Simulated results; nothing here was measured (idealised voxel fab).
The following process module bears the name voxel air gaps.
It is cross-section cut that appears here, measuring 260 nm in width, its square cells being 5 nm in size.
Cross-section spec: square-cell grid; bands listed top down; each band is one or more rows.
Band entry format. Leading values: height of top, height of bottom, nm. Remainder: materials in left-to-right order, each with its width in nm. Special words: "edge to edge" on a single material, which then fills the band edge to edge; "air", empty space.
Heights are measured from 0, the level below which the as-received wafer is all one material; the lowest band has no bottom and continues downward, written as in "top 0, no bottom".
The two numbers in a width such as "30..40" mark its ends across the band: the first belongs to the top row of cells, the second to the bottom row, and from each row to the next the width moves by the same amount.
Any step labelled "remained unchanged" changed none of the cells in the cross-section.
The entry titled "Enclosed internal cavities" provides the empty spaces that have no open way to the top, restricted to those of 8 cells or more. Each is presented as width x height at distance, the distance being measured from the left edge, with all three in nm.
Text after the settings on a step's line: the simulator's own remark on that step.
overlay nm: right-of-plan distance of the mask on a masked step; negative values mean left-of-plan.

[Process steps (planned)]
| 1 | RECEIVE, material Si |
| 2 | CONFORMAL_DEP, material SiO2, thk nm 15 |
| 3 | CONFORMAL_DEP, material SiCN, thk nm 5 |
| 4 | DIRECTIONAL_DEP, material lowk, thk nm 35 |
| 5 | DIRECTIONAL_DEP, material aC, thk nm 15 |
| 6 | PATTERN, tone open, mask id LINES, material resist, width nm 25, pitch nm 50, thk nm 35, overlay nm 0 |
| 7 | DIRECTIONAL_ETCH, etch materials aC, depth nm 15 |
| 8 | STRIP, etch materials resist |
| 9 | DIRECTIONAL_ETCH, etch materials lowk, depth nm 35 |
| 10 | STRIP, etch materials aC |
| 11 | CONFORMAL_DEP, material TiN, thk nm 5 |
| 12 | FILL_DEP, material Cu, thk nm 5 |
| 13 | CMP, height nm 55 |
| 14 | EPI, material Ru, thk nm 10 |
| 15 | SELECTIVE_ETCH, etch materials lowk, depth nm 45 |
| 16 | CONFORMAL_DEP, material SiCN, thk nm 5 |

[Incoming wafer, cross-sectional view, post step 1]
top 0, no bottom | Si edge to edge
Enclosed internal cavities: none

[Cross-section at module end, one run error; start and plan unchanged from above]
top 70, bottom 65 | air 20 nm  SiCN 215 nm  air 25 nm
top 65, bottom 55 | air 20 nm  SiCN 5 nm  Ru 205 nm  SiCN 5 nm  air 25 nm
top 55, bottom 50 | air 20 nm  SiCN 15 nm  TiN 5 nm  Cu 25 nm  TiN 5 nm  lowk 15 nm  TiN 5 nm  Cu 25 nm  TiN 5 nm  lowk 15 nm  TiN 5 nm  Cu 25 nm  TiN 5 nm  lowk 15 nm  TiN 5 nm  Cu 25 nm  TiN 5 nm  SiCN 15 nm  air 25 nm
top 50, bottom 25 | air 30 nm  SiCN 5 nm  TiN 5 nm  Cu 25 nm  TiN 5 nm  lowk 15 nm  TiN 5 nm  Cu 25 nm  TiN 5 nm  lowk 15 nm  TiN 5 nm  Cu 25 nm  TiN 5 nm  lowk 15 nm  TiN 5 nm  Cu 25 nm  TiN 5 nm  SiCN 5 nm  air 35 nm
top 25, bottom 20 | SiCN 35 nm  TiN 35 nm  lowk 15 nm  TiN 35 nm  lowk 15 nm  TiN 35 nm  lowk 15 nm  TiN 35 nm  SiCN 40 nm
top 20, bottom 15 | SiCN edge to edge
top 15, bottom 0 | SiO2 edge to edge
top 0, no bottom | Si edge to edge
Enclosed internal cavities: none
Which mistake was made when the wafer was run? in deviation from the planned setting, step 6 was conducted as PATTERN, tone open, mask id LINES, material resist, width nm 35, pitch nm 50, thk nm 35, overlay nm 0
